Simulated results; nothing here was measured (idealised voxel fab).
Presented below is a process module, voxel wiring stack.
FYI the section here is cut, 155 nm wide, cells are 5 nm squares.
In what follows, cross-sections appear as grids of square cells, described through bands that run from the top down, where every band is one or more rows of cells. Read a band's entry like this: the first values are the height of its top and the height of its bottom in nm, and what follows is the sequence of materials from left to right, each with its width in nm. Note that "blank" is empty space, and that a single material marked "edge to edge" reaches across the band from edge to edge. Height 0 is the level under which the wafer as received is all one material. The lowest band goes on downwards, as in "0..down". A two-number width, for instance "30..40", indicates that the width is equal to the first number in the top row of the band and to the second number in the bottom row, and that it changes by a constant amount per row of cells. No cell of the cross-section changed in a step that is given as "no modification". Empty spaces counting at least 8 cells and having no open way to the top are listed in "Fully enclosed voids". The notation width x height at distance is used for each, the distance being from the left edge and all three values in nm. Heads up: the bit after the settings on a step's line is the simulator's remark on that step. The line of a step may include "overlay nm". On a step with a mask, this value is how far to the right of its planned place the mask lay. A negative value means the mask lay to the left.

# Process steps (planned)
- 1: RECEIVE, material Si
- 2: CONFORMAL_DEP, material SiO2, thk nm 10
- 3: CONFORMAL_DEP, material SiN, thk nm 5
- 4: DIRECTIONAL_DEP, material lowk, thk nm 25
- 5: PATTERN, tone open, mask id METAL_1, material resist, width nm 25, pitch nm 55, thk nm 20, overlay nm 0
- 6: DIRECTIONAL_ETCH, etch materials lowk, depth nm 25
- 7: DIRECTIONAL_ETCH, etch materials SiN, depth nm 5
- 8: STRIP, etch materials resist
- 9: CONFORMAL_DEP, material TiN, thk nm 5
- 10: FILL_DEP, material Ru, thk nm 10
- 11: CMP, height nm 40
- 12: EPI, material Ru, thk nm 5
- 13: FILL_DEP, material SiCN, thk nm 5
- 14: DIRECTIONAL_DEP, material lowk, thk nm 15
- 15: MASKED_ETCH, tone open, mask id PLUG_1, width nm 15, etch materials lowk, depth nm 15, overlay nm 0
- 16: MASKED_ETCH, tone open, mask id PLUG_1, width nm 15, etch materials SiCN, depth nm 5, overlay nm 0
- 17: EPI, material Ru, thk nm 10
- 18: EPI, material Ru, thk nm 10
- 19: DIRECTIONAL_DEP, material TiN, thk nm 5
- 20: DIRECTIONAL_DEP, material W, thk nm 20
- 21: DIRECTIONAL_DEP, material aC, thk nm 15
- 22: PATTERN, tone cover, mask id METAL_2, material resist, width nm 25, pitch nm 55, thk nm 30, overlay nm 0
- 23: DIRECTIONAL_ETCH, etch materials aC, depth nm 15
- 24: STRIP, etch materials resist
- 25: DIRECTIONAL_ETCH, etch materials W, depth nm 20
- 26: DIRECTIONAL_ETCH, etch materials TiN, depth nm 5
- 27: STRIP, etch materials aC
- 28: FILL_DEP, material SiO2, thk nm 5
- 29: CMP, height nm 90
- 30: CONFORMAL_DEP, material SiCN, thk nm 5

# Of two wafers, the first: run according to plan

# as received, after step 1
	0..down = Si edge to edge
	Fully enclosed voids: none

# The wafer, seen in cross-section, after step 2
	10..0 = SiO2 edge to edge
	Below a height of 0, the structure has not been altered.

# The wafer, seen in cross-section, after step 3
	15..10 = SiN edge to edge
	Below a height of 10, the structure has not been altered.

# The wafer, seen in cross-section, after step 4
	40..15 = lowk edge to edge
	Below a height of 15, the structure has not been altered.

# The wafer, seen in cross-section, after step 5
	60..40 = resist=35, then blank=25, then resist=30, then blank=25, then resist=40
	Below a height of 40, the structure has not been altered.

# The wafer, seen in cross-section, after step 6
	60..40 = resist=35, then blank=25, then resist=30, then blank=25, then resist=40
	40..15 = lowk=35, then blank=25, then lowk=30, then blank=25, then lowk=40
	Below a height of 15, the structure has not been altered.

# The wafer, seen in cross-section, after step 7
	60..40 = resist=35, then blank=25, then resist=30, then blank=25, then resist=40
	40..15 = lowk=35, then blank=25, then lowk=30, then blank=25, then lowk=40
	15..10 = SiN=35, then blank=25, then SiN=30, then blank=25, then SiN=40
	Below a height of 10, the structure has not been altered.

# The wafer, seen in cross-section, after step 8
	40..15 = lowk=35, then blank=25, then lowk=30, then blank=25, then lowk=40
	Below a height of 15, the structure has not been altered.

# The wafer, seen in cross-section, after step 9
	45..40 = TiN=40, then blank=15, then TiN=40, then blank=15, then TiN=45
	40..15 = lowk=35, then TiN=5, then blank=15, then TiN=5, then lowk=30, then TiN=5, then blank=15, then TiN=5, then lowk=40
	15..10 = SiN=35, then TiN=25, then SiN=30, then TiN=25, then SiN=40
	Below a height of 10, the structure has not been altered.

# The wafer, seen in cross-section, after step 10
	55..45 = Ru edge to edge
	45..40 = TiN=40, then Ru=15, then TiN=40, then Ru=15, then TiN=45
	40..15 = lowk=35, then TiN=5, then Ru=15, then TiN=5, then lowk=30, then TiN=5, then Ru=15, then TiN=5, then lowk=40
	Below a height of 15, the structure has not been altered.

# The wafer, seen in cross-section, after step 11
	40..15 = lowk=35, then TiN=5, then Ru=15, then TiN=5, then lowk=30, then TiN=5, then Ru=15, then TiN=5, then lowk=40
	Below a height of 15, the structure has not been altered.

# The wafer, seen in cross-section, after step 12
	45..40 = blank=30, then Ru=35, then blank=20, then Ru=35, then blank=35
	Below a height of 40, the structure has not been altered.

# The wafer, seen in cross-section, after step 13
	50..45 = SiCN edge to edge
	45..40 = SiCN=30, then Ru=35, then SiCN=20, then Ru=35, then SiCN=35
	Below a height of 40, the structure has not been altered.

# The wafer, seen in cross-section, after step 14
	65..50 = lowk edge to edge
	Below a height of 50, the structure has not been altered.

# The wafer, seen in cross-section, after step 15
	65..50 = lowk=35, then blank=15, then lowk=105
	Below a height of 50, the structure has not been altered.

# The wafer, seen in cross-section, after step 16
	65..50 = lowk=35, then blank=15, then lowk=105
	50..45 = SiCN=35, then blank=15, then SiCN=105
	Below a height of 45, the structure has not been altered.

# The wafer, seen in cross-section, after step 17
	65..55 = lowk=35, then blank=15, then lowk=105
	55..50 = lowk=35, then Ru=15, then lowk=105
	50..45 = SiCN=35, then Ru=15, then SiCN=105
	Below a height of 45, the structure has not been altered.

# The wafer, seen in cross-section, after step 18
	65..50 = lowk=35, then Ru=15, then lowk=105
	Below a height of 50, the structure has not been altered.

# The wafer, seen in cross-section, after step 19
	70..65 = TiN edge to edge
	Below a height of 65, the structure has not been altered.

# The wafer, seen in cross-section, after step 20
	90..70 = W edge to edge
	Below a height of 70, the structure has not been altered.

# The wafer, seen in cross-section, after step 21
	105..90 = aC edge to edge
	Below a height of 90, the structure has not been altered.

# The wafer, seen in cross-section, after step 22
	135..105 = blank=35, then resist=25, then blank=30, then resist=25, then blank=40
	Below a height of 105, the structure has not been altered.

# The wafer, seen in cross-section, after step 23
	120..105 = blank=35, then resist=25, then blank=30, then resist=25, then blank=40
	105..90 = blank=35, then aC=25, then blank=30, then aC=25, then blank=40
	Below a height of 90, the structure has not been altered.

# The wafer, seen in cross-section, after step 24
	105..90 = blank=35, then aC=25, then blank=30, then aC=25, then blank=40
	Below a height of 90, the structure has not been altered.

# The wafer, seen in cross-section, after step 25
	105..90 = blank=35, then aC=25, then blank=30, then aC=25, then blank=40
	90..70 = blank=35, then W=25, then blank=30, then W=25, then blank=40
	Below a height of 70, the structure has not been altered.

# The wafer, seen in cross-section, after step 26
	105..90 = blank=35, then aC=25, then blank=30, then aC=25, then blank=40
	90..70 = blank=35, then W=25, then blank=30, then W=25, then blank=40
	70..65 = blank=35, then TiN=25, then blank=30, then TiN=25, then blank=40
	Below a height of 65, the structure has not been altered.

# The wafer, seen in cross-section, after step 27
	90..70 = blank=35, then W=25, then blank=30, then W=25, then blank=40
	Below a height of 70, the structure has not been altered.

# The wafer, seen in cross-section, after step 28
	95..90 = SiO2 edge to edge
	90..70 = SiO2=35, then W=25, then SiO2=30, then W=25, then SiO2=40
	70..65 = SiO2=35, then TiN=25, then SiO2=30, then TiN=25, then SiO2=40
	Below a height of 65, the structure has not been altered.

# The wafer, seen in cross-section, after step 29
	90..70 = SiO2=35, then W=25, then SiO2=30, then W=25, then SiO2=40
	Below a height of 70, the structure has not been altered.

# The wafer, seen in cross-section, after step 30
	95..90 = SiCN edge to edge
	Below a height of 90, the structure has not been altered.

# Companion wafer, the second of two: same beginning, same intended sequence, one mistake in carrying it out; through step 4 inclusive it tracks the first exactly

# Second wafer shown in cross-section at the time step 5 was slated to end
	60..40 = resist=45, then blank=25, then resist=30, then blank=25, then resist=30
	Below a height of 40, the structure has not been altered.

# Second wafer shown in cross-section at the time step 6 was slated to end
	60..40 = resist=45, then blank=25, then resist=30, then blank=25, then resist=30
	40..15 = lowk=45, then blank=25, then lowk=30, then blank=25, then lowk=30
	Below a height of 15, the structure has not been altered.

# Second wafer shown in cross-section at the time step 7 was slated to end
	60..40 = resist=45, then blank=25, then resist=30, then blank=25, then resist=30
	40..15 = lowk=45, then blank=25, then lowk=30, then blank=25, then lowk=30
	15..10 = SiN=45, then blank=25, then SiN=30, then blank=25, then SiN=30
	Below a height of 10, the structure has not been altered.

# Second wafer shown in cross-section at the time step 8 was slated to end
	40..15 = lowk=45, then blank=25, then lowk=30, then blank=25, then lowk=30
	Below a height of 15, the structure has not been altered.

# Second wafer shown in cross-section at the time step 9 was slated to end
	45..40 = TiN=50, then blank=15, then TiN=40, then blank=15, then TiN=35
	40..15 = lowk=45, then TiN=5, then blank=15, then TiN=5, then lowk=30, then TiN=5, then blank=15, then TiN=5, then lowk=30
	15..10 = SiN=45, then TiN=25, then SiN=30, then TiN=25, then SiN=30
	Below a height of 10, the structure has not been altered.

# Second wafer shown in cross-section at the time step 10 was slated to end
	55..45 = Ru edge to edge
	45..40 = TiN=50, then Ru=15, then TiN=40, then Ru=15, then TiN=35
	40..15 = lowk=45, then TiN=5, then Ru=15, then TiN=5, then lowk=30, then TiN=5, then Ru=15, then TiN=5, then lowk=30
	Below a height of 15, the structure has not been altered.

# Second wafer shown in cross-section at the time step 11 was slated to end
	40..15 = lowk=45, then TiN=5, then Ru=15, then TiN=5, then lowk=30, then TiN=5, then Ru=15, then TiN=5, then lowk=30
	Below a height of 15, the structure has not been altered.

# Second wafer shown in cross-section at the time step 12 was slated to end
	45..40 = blank=40, then Ru=35, then blank=20, then Ru=35, then blank=25
	Below a height of 40, the structure has not been altered.

# Second wafer shown in cross-section at the time step 13 was slated to end
	50..45 = SiCN edge to edge
	45..40 = SiCN=40, then Ru=35, then SiCN=20, then Ru=35, then SiCN=25
	Below a height of 40, the structure has not been altered.

# Second wafer shown in cross-section at the time step 14 was slated to end
	65..50 = lowk edge to edge
	Below a height of 50, the structure has not been altered.

# Second wafer shown in cross-section at the time step 15 was slated to end
	65..50 = lowk=35, then blank=15, then lowk=105
	Below a height of 50, the structure has not been altered.

# Second wafer shown in cross-section at the time step 16 was slated to end
	65..50 = lowk=35, then blank=15, then lowk=105
	50..45 = SiCN=35, then blank=15, then SiCN=105
	Below a height of 45, the structure has not been altered.

# Second wafer shown in cross-section at the time step 17 was slated to end
	65..55 = lowk=35, then blank=15, then lowk=105
	55..50 = lowk=35, then Ru=15, then lowk=105
	50..45 = SiCN=35, then Ru=15, then SiCN=105
	Below a height of 45, the structure has not been altered.

# Second wafer shown in cross-section at the time step 18 was slated to end
	65..50 = lowk=35, then Ru=15, then lowk=105
	Below a height of 50, the structure has not been altered.

# Second wafer shown in cross-section at the time step 19 was slated to end
	70..65 = TiN edge to edge
	Below a height of 65, the structure has not been altered.

# Second wafer shown in cross-section at the time step 20 was slated to end
	90..70 = W edge to edge
	Below a height of 70, the structure has not been altered.

# Second wafer shown in cross-section at the time step 21 was slated to end
	105..90 = aC edge to edge
	Below a height of 90, the structure has not been altered.

# Second wafer shown in cross-section at the time step 22 was slated to end
	135..105 = blank=35, then resist=25, then blank=30, then resist=25, then blank=40
	Below a height of 105, the structure has not been altered.

# Second wafer shown in cross-section at the time step 23 was slated to end
	120..105 = blank=35, then resist=25, then blank=30, then resist=25, then blank=40
	105..90 = blank=35, then aC=25, then blank=30, then aC=25, then blank=40
	Below a height of 90, the structure has not been altered.

# Second wafer shown in cross-section at the time step 24 was slated to end
	105..90 = blank=35, then aC=25, then blank=30, then aC=25, then blank=40
	Below a height of 90, the structure has not been altered.

# Second wafer shown in cross-section at the time step 25 was slated to end
	105..90 = blank=35, then aC=25, then blank=30, then aC=25, then blank=40
	90..70 = blank=35, then W=25, then blank=30, then W=25, then blank=40
	Below a height of 70, the structure has not been altered.

# Second wafer shown in cross-section at the time step 26 was slated to end
	105..90 = blank=35, then aC=25, then blank=30, then aC=25, then blank=40
	90..70 = blank=35, then W=25, then blank=30, then W=25, then blank=40
	70..65 = blank=35, then TiN=25, then blank=30, then TiN=25, then blank=40
	Below a height of 65, the structure has not been altered.

# Second wafer shown in cross-section at the time step 27 was slated to end
	90..70 = blank=35, then W=25, then blank=30, then W=25, then blank=40
	Below a height of 70, the structure has not been altered.

# Second wafer shown in cross-section at the time step 28 was slated to end
	95..90 = SiO2 edge to edge
	90..70 = SiO2=35, then W=25, then SiO2=30, then W=25, then SiO2=40
	70..65 = SiO2=35, then TiN=25, then SiO2=30, then TiN=25, then SiO2=40
	Below a height of 65, the structure has not been altered.

# Second wafer shown in cross-section at the time step 29 was slated to end
	90..70 = SiO2=35, then W=25, then SiO2=30, then W=25, then SiO2=40
	Below a height of 70, the structure has not been altered.

# Second wafer shown in cross-section at the time step 30 was slated to end
	95..90 = SiCN edge to edge
	Below a height of 90, the structure has not been altered.
Error vs. plan: step 5 ran as: PATTERN, tone open, mask id METAL_1, material resist, width nm 25, pitch nm 55, thk nm 20, overlay nm 10
At the end, the second wafer has the same number of cells of each material as the first, but those cells sit in other places.
